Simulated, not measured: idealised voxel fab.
process module | voxel lift off
cross-section cut | 275 nm wide | cells 5 nm
A cross-section is a grid of square cells, given in bands from the top down. A band is one or more rows of cells.
Each band's line starts with the height of the band's top and of its bottom, in nm. Then come its materials from left to right, each with its width in nm. One material with "throughout" fills the band from edge to edge. "air" is empty space.
Height 0 is the level under which the wafer as received is all one material. The lowest band goes on downwards, as in "0 down".
A width such as "30 to 40" changes by the same amount from each row of cells to the next, from the band's top row to its bottom row.
"no change" after a step means that no cell of the cross-section changed.
closed voids: empty space of 8 cells or more with no open way to the top, each as width x height at its distance from the left edge, in nm
after a step's settings: what the simulator itself notes on the step
overlay nm, on a step with a mask: how far to the right of its planned place the mask lay; to the left if negative
plan
1 op RECEIVE | material Si
2 op CONFORMAL_DEP | material Al2O3 | thk nm 15
3 op PATTERN | tone open | mask id LINES | material resist | width nm 30 | pitch nm 45 | thk nm 25 | overlay nm 0
4 op DIRECTIONAL_DEP | material Ru | thk nm 10
5 op STRIP | etch materials resist
6 op CONFORMAL_DEP | material SiN | thk nm 10
as received, after step 1
  0 down: Si throughout
  closed voids: none
first wafer at the end, as planned
  35 to 25: air 65 | SiN 140 | air 70
  25 to 15: SiN 75 | Ru 30 | SiN 15 | Ru 30 | SiN 15 | Ru 30 | SiN 80
  15 to 0: Al2O3 throughout
  0 down: Si throughout
  closed voids: none
second wafer at the end: like start, like plan, one mistake
  35 to 25: air 65 | SiN 140 | air 70
  25 to 15: SiN 75 | Ru 30 | SiN 15 | Ru 30 | SiN 15 | Ru 30 | SiN 80
  15 to 0: Ru throughout
  0 down: Si throughout
  closed voids: none
what went wrong: step 2 ran as: op CONFORMAL_DEP | material Ru | thk nm 15
at the end the second wafer has, in cells: 165 fewer of Al2O3 | 165 more of Ru
